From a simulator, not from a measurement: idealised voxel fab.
This is a process module. Its name is voxel self aligned vias.
In the cross-section labelled cut, the width is 230 nm and each square cell is 5 nm.
A cross-section is written here as square cells arranged in a grid, and it is given in bands from the top down, each band taking up one or more rows of cells.
Band entry format. Leading values: height of top, height of bottom, nm. Remainder: materials in left-to-right order, each with its width in nm. Special words: "full width" on a single material, which then fills the band edge to edge; "blank", empty space.
Heights are expressed relative to 0, this being the level below which the as-received wafer comprises one material exclusively. The lowest band is unbounded in the downward direction and is denoted as in "0 and below".
Note: "30..40" means the width goes from the first number (top row of the band) to the second number (bottom row) in equal steps per row of cells.
Step note "nothing changed" = no cross-section cell changed.
What "Closed voids list" gives you is every empty space of 8 cells or more that is cut off from the top. Each appears as width x height at distance, with the distance taken from the left edge and width, height and distance all in nm.
Past the settings on a step's line: simulator remark, on that step.
Steps that use a mask can have "overlay nm" on their line. It says how far the mask sat to the right of where it was meant to be. Negative means to the left.

### Set out below are the planned steps of the process
1) RECEIVE,material Si
2) CONFORMAL_DEP,material SiO2,thk nm 15
3) CONFORMAL_DEP,material SiCN,thk nm 5
4) DIRECTIONAL_DEP,material SiO2,thk nm 30
5) MASKED_ETCH,tone open,mask id LINES,width nm 30,pitch nm 65,etch materials SiO2,depth nm 30,overlay nm 0
6) CONFORMAL_DEP,material TiN,thk nm 5
7) FILL_DEP,material Ru,thk nm 5
8) CMP,height nm 50
9) SELECTIVE_ETCH,etch materials W Ru TiN,depth nm 10
10) FILL_DEP,material SiN,thk nm 5
11) CMP,height nm 50
12) DIRECTIONAL_DEP,material SiO2,thk nm 20
13) MASKED_ETCH,tone open,mask id VIAS,width nm 40,pitch nm 130,etch materials SiO2,depth nm 20,overlay nm 0
14) MASKED_ETCH,tone open,mask id VIAS,width nm 40,pitch nm 130,etch materials SiN,depth nm 10,overlay nm 0
15) CONFORMAL_DEP,material TiN,thk nm 5
16) FILL_DEP,material Ru,thk nm 5
17) CMP,height nm 70
18) CONFORMAL_DEP,material SiN,thk nm 5

### Shown in cross-section is the wafer as received, that is, as it stands after step 1
> 0 and below | Si full width
> Closed voids list: none

### Cross-section: first of two wafers, module finished, run according to plan
> 75 down to 70 | SiN full width
> 70 down to 55 | 30 SiO2 | 5 TiN | 30 Ru | 5 TiN | 90 SiO2 | 5 TiN | 30 Ru | 5 TiN | 30 SiO2
> 55 down to 50 | 30 SiO2 | 10 TiN | 20 Ru | 10 TiN | 90 SiO2 | 10 TiN | 20 Ru | 10 TiN | 30 SiO2
> 50 down to 45 | 35 SiO2 | 5 TiN | 20 Ru | 5 TiN | 35 SiO2 | 30 SiN | 35 SiO2 | 5 TiN | 20 Ru | 5 TiN | 35 SiO2
> 45 down to 40 | 35 SiO2 | 30 TiN | 35 SiO2 | 30 SiN | 35 SiO2 | 30 TiN | 35 SiO2
> 40 down to 25 | 35 SiO2 | 5 TiN | 20 Ru | 5 TiN | 35 SiO2 | 5 TiN | 20 Ru | 5 TiN | 35 SiO2 | 5 TiN | 20 Ru | 5 TiN | 35 SiO2
> 25 down to 20 | 35 SiO2 | 30 TiN | 35 SiO2 | 30 TiN | 35 SiO2 | 30 TiN | 35 SiO2
> 20 down to 15 | SiCN full width
> 15 down to 0 | SiO2 full width
> 0 and below | Si full width
> Closed voids list: none

### This cross-section belongs to the second wafer of two at the end of the module; the start and the plan were shared with the first, and the run included one mistake
> 75 down to 70 | SiN full width
> 70 down to 55 | 30 SiO2 | 5 TiN | 30 Ru | 5 TiN | 90 SiO2 | 5 TiN | 30 Ru | 5 TiN | 30 SiO2
> 55 down to 50 | 30 SiO2 | 40 TiN | 90 SiO2 | 40 TiN | 30 SiO2
> 50 down to 40 | 35 SiO2 | 5 TiN | 20 Ru | 5 TiN | 35 SiO2 | 5 SiN | 20 Ru | 5 SiN | 35 SiO2 | 5 TiN | 20 Ru | 5 TiN | 35 SiO2
> 40 down to 25 | 35 SiO2 | 5 TiN | 20 Ru | 5 TiN | 35 SiO2 | 5 TiN | 20 Ru | 5 TiN | 35 SiO2 | 5 TiN | 20 Ru | 5 TiN | 35 SiO2
> 25 down to 20 | 35 SiO2 | 30 TiN | 35 SiO2 | 30 TiN | 35 SiO2 | 30 TiN | 35 SiO2
> 20 down to 15 | SiCN full width
> 15 down to 0 | SiO2 full width
> 0 and below | Si full width
> Closed voids list: none
The plan and the run diverged here: in deviation from the planned setting, step 9 was conducted as SELECTIVE_ETCH,etch materials TiN,depth nm 10
The second wafer ends with more or fewer cells of some materials than the first, per final count: Ru: 8 more | SiN: 8 fewer
